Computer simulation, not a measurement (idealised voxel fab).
A process module follows: voxel lift off.
155 nm wide, 5 nm square cells: that's cross-section cut.
A cross-section is written here as square cells arranged in a grid, and it is given in bands from the top down, each band taking up one or more rows of cells.
Read a band's entry like this: the first values are the height of its top and the height of its bottom in nm, and what follows is the sequence of materials from left to right, each with its width in nm. Note that "empty" is empty space, and that a single material marked "throughout" reaches across the band from edge to edge.
It should be noted that heights are counted from 0, beneath which the wafer as supplied is of one material throughout, and that the lowest band possesses no lower boundary but continues downward, as written in "0..down".
Per-row width for "30->40": begins at first number (top row of band), ends at second number (bottom row), increment between rows held constant.
Where the words "nothing was modified" appear for a step, the cross-section shows no cell changed by that step; every cell remained as before.
"Voids, sealed" enumerates empty spaces isolated from the top, with no open way to it, that contain at least 8 cells, giving each as width x height at distance from the left edge, all three in nm.
Past the settings on a step's line: simulator remark, on that step.
When a step includes a mask, the "overlay nm" setting on its line states how far to the right of its planned place that mask lay, and negative values state how far to the left.

The following list gives the planned process steps:
1: RECEIVE (material Si)
2: CONFORMAL_DEP (material SiO2; thk nm 15)
3: PATTERN (tone open; mask id LINES; material resist; width nm 20; pitch nm 50; thk nm 30; overlay nm 0)
4: DIRECTIONAL_DEP (material Ru; thk nm 15)
5: STRIP (etch materials resist)
6: CONFORMAL_DEP (material SiCN; thk nm 10)

First out of two wafers; run went to plan:

Cross-sectional view of the wafer in its as-received condition, corresponding to the state after step 1:
	0..down = Si throughout
	Voids, sealed: none

You're looking at a cross-section of the wafer after step 2:
	15..0 = SiO2 throughout
	Below a height of 0, the structure has not been altered.

You're looking at a cross-section of the wafer after step 3:
	45..15 = 15 nm resist / 20 nm empty / 30 nm resist / 20 nm empty / 30 nm resist / 20 nm empty / 20 nm resist
	Below a height of 15, the structure has not been altered.

You're looking at a cross-section of the wafer after step 4:
	60..45 = 15 nm Ru / 20 nm empty / 30 nm Ru / 20 nm empty / 30 nm Ru / 20 nm empty / 20 nm Ru
	45..30 = 15 nm resist / 20 nm empty / 30 nm resist / 20 nm empty / 30 nm resist / 20 nm empty / 20 nm resist
	30..15 = 15 nm resist / 20 nm Ru / 30 nm resist / 20 nm Ru / 30 nm resist / 20 nm Ru / 20 nm resist
	Below a height of 15, the structure has not been altered.

You're looking at a cross-section of the wafer after step 5:
	30..15 = 15 nm empty / 20 nm Ru / 30 nm empty / 20 nm Ru / 30 nm empty / 20 nm Ru / 20 nm empty
	Below a height of 15, the structure has not been altered.

You're looking at a cross-section of the wafer after step 6:
	40..30 = 5 nm empty / 40 nm SiCN / 10 nm empty / 40 nm SiCN / 10 nm empty / 40 nm SiCN / 10 nm empty
	30..25 = 5 nm empty / 10 nm SiCN / 20 nm Ru / 10 nm SiCN / 10 nm empty / 10 nm SiCN / 20 nm Ru / 10 nm SiCN / 10 nm empty / 10 nm SiCN / 20 nm Ru / 10 nm SiCN / 10 nm empty
	25..15 = 15 nm SiCN / 20 nm Ru / 30 nm SiCN / 20 nm Ru / 30 nm SiCN / 20 nm Ru / 20 nm SiCN
	Below a height of 15, the structure has not been altered.

Second wafer - shared start and plan with the first - one error in running - same as the first up to step 2 inclusive:

Cross-section of the second wafer at the time by which step 3 should have been completed according to the plan:
	45..15 = 20 nm resist / 15 nm empty / 35 nm resist / 15 nm empty / 35 nm resist / 15 nm empty / 20 nm resist
	Below a height of 15, the structure has not been altered.

Cross-section of the second wafer at the time by which step 4 should have been completed according to the plan:
	60..45 = 20 nm Ru / 15 nm empty / 35 nm Ru / 15 nm empty / 35 nm Ru / 15 nm empty / 20 nm Ru
	45..30 = 20 nm resist / 15 nm empty / 35 nm resist / 15 nm empty / 35 nm resist / 15 nm empty / 20 nm resist
	30..15 = 20 nm resist / 15 nm Ru / 35 nm resist / 15 nm Ru / 35 nm resist / 15 nm Ru / 20 nm resist
	Below a height of 15, the structure has not been altered.

Cross-section of the second wafer at the time by which step 5 should have been completed according to the plan:
	30..15 = 20 nm empty / 15 nm Ru / 35 nm empty / 15 nm Ru / 35 nm empty / 15 nm Ru / 20 nm empty
	Below a height of 15, the structure has not been altered.

Cross-section of the second wafer at the time by which step 6 should have been completed according to the plan:
	40..30 = 10 nm empty / 35 nm SiCN / 15 nm empty / 35 nm SiCN / 15 nm empty / 35 nm SiCN / 10 nm empty
	30..25 = 10 nm empty / 10 nm SiCN / 15 nm Ru / 10 nm SiCN / 15 nm empty / 10 nm SiCN / 15 nm Ru / 10 nm SiCN / 15 nm empty / 10 nm SiCN / 15 nm Ru / 10 nm SiCN / 10 nm empty
	25..15 = 20 nm SiCN / 15 nm Ru / 35 nm SiCN / 15 nm Ru / 35 nm SiCN / 15 nm Ru / 20 nm SiCN
	Below a height of 15, the structure has not been altered.
What was done differently from what was planned? in deviation from the planned setting, step 3 was conducted as PATTERN (tone open; mask id LINES; material resist; width nm 15; pitch nm 50; thk nm 30; overlay nm 0)
Heads up, by the end the second wafer has more or fewer cells of some materials compared to the first: -9 Ru
